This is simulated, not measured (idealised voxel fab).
Presented below is a process module, voxel air gaps.
The width of the displayed cross-section, cut, is 265 nm; its cells are square, with a size of 5 nm.
Cross-section = grid of square cells, listed top down in bands; band = one or more rows. The entry gives the band's vertical extent as a top height and a bottom height in nm, then its horizontal make-up as materials from left to right, each with a width in nm. "blank" stands for empty space; a single material marked "all across" fills the band edge to edge. Heights are measured from 0, the level below which the as-received wafer is all one material; the lowest band has no bottom and continues downward, written as in "0 down". It should be noted that a width expressed as "30->40" varies in equal increments from row to row of cells within the band, taking the value of the first number at the top row and that of the second number at the bottom row. "nothing changed", as given for a step, is the statement that not any cell of the cross-section underwent a change during that step. Look at "Fully sealed voids" for the closed voids: empty spaces with no open path to the top, sized 8 cells or up. Each is width x height at distance, distance from the left edge, all nm. Text after the settings on a step's line: the simulator's own remark on that step. overlay nm: mask right of planned place by this much (step with mask). Neg. = left.
**Steps in the process plan**
- 1: RECEIVE, material Si
- 2: CONFORMAL_DEP, material SiO2, thk nm 10
- 3: CONFORMAL_DEP, material SiN, thk nm 5
- 4: DIRECTIONAL_DEP, material lowk, thk nm 40
- 5: PATTERN, tone open, mask id LINES, material resist, width nm 20, pitch nm 45, thk nm 15, overlay nm 0
- 6: DIRECTIONAL_ETCH, etch materials lowk, depth nm 40
- 7: STRIP, etch materials resist
- 8: CONFORMAL_DEP, material TiN, thk nm 5
- 9: FILL_DEP, material Cu, thk nm 5
- 10: CMP, height nm 55
- 11: EPI, material Ru, thk nm 10
- 12: SELECTIVE_ETCH, etch materials lowk, depth nm 50
- 13: CONFORMAL_DEP, material SiN, thk nm 5
**Wafer cross-section on receipt, i.e. after step 1**
* 0 down = Si all across
* Fully sealed voids: none
**Cross-section, first of two wafers, end of module, run as planned**
* 70 to 65 = blank (40) | SiN (185) | blank (40)
* 65 to 55 = blank (40) | SiN (5) | Ru (40) | SiN (5) | Ru (40) | SiN (5) | Ru (40) | SiN (5) | Ru (40) | SiN (5) | blank (40)
* 55 to 50 = blank (40) | SiN (15) | TiN (5) | Cu (10) | TiN (5) | SiN (25) | TiN (5) | Cu (10) | TiN (5) | SiN (25) | TiN (5) | Cu (10) | TiN (5) | SiN (25) | TiN (5) | Cu (10) | TiN (5) | SiN (15) | blank (40)
* 50 to 20 = blank (50) | SiN (5) | TiN (5) | Cu (10) | TiN (5) | SiN (5) | blank (15) | SiN (5) | TiN (5) | Cu (10) | TiN (5) | SiN (5) | blank (15) | SiN (5) | TiN (5) | Cu (10) | TiN (5) | SiN (5) | blank (15) | SiN (5) | TiN (5) | Cu (10) | TiN (5) | SiN (5) | blank (50)
* 20 to 15 = SiN (55) | TiN (20) | SiN (25) | TiN (20) | SiN (25) | TiN (20) | SiN (25) | TiN (20) | SiN (55)
* 15 to 10 = SiN all across
* 10 to 0 = SiO2 all across
* 0 down = Si all across
* Fully sealed voids: 15 x 30 at 80; 15 x 30 at 125; 15 x 30 at 170
**Second wafer cross-section at end of module - shared start and plan with the first, one mistake in the run**
* 70 to 65 = blank (40) | SiN (185) | blank (40)
* 65 to 55 = blank (40) | SiN (5) | Ru (40) | SiN (5) | Ru (40) | SiN (5) | Ru (40) | SiN (5) | Ru (40) | SiN (5) | blank (40)
* 55 to 50 = blank (40) | SiN (15) | TiN (5) | Cu (10) | TiN (5) | SiN (25) | TiN (5) | Cu (10) | TiN (5) | SiN (25) | TiN (5) | Cu (10) | TiN (5) | SiN (25) | TiN (5) | Cu (10) | TiN (5) | SiN (15) | blank (40)
* 50 to 20 = blank (50) | SiN (5) | TiN (5) | Cu (10) | TiN (5) | SiN (5) | blank (15) | SiN (5) | TiN (5) | Cu (10) | TiN (5) | SiN (5) | blank (15) | SiN (5) | TiN (5) | Cu (10) | TiN (5) | SiN (5) | blank (15) | SiN (5) | TiN (5) | Cu (10) | TiN (5) | SiN (5) | blank (50)
* 20 to 15 = SiN (55) | TiN (20) | SiN (25) | TiN (20) | SiN (25) | TiN (20) | SiN (25) | TiN (20) | SiN (55)
* 15 to 10 = SiN all across
* 10 to 0 = lowk all across
* 0 down = Si all across
* Fully sealed voids: 15 x 30 at 80; 15 x 30 at 125; 15 x 30 at 170
It is concluded that the wafer was processed incorrectly with respect to the plan, in that so step 2 ended up running with a different setting than we planned, it ran as CONFORMAL_DEP, material lowk, thk nm 10
Per the end-of-run cell counts, the second wafer holds more or fewer of some materials than the first: -106 SiO2, +106 lowk
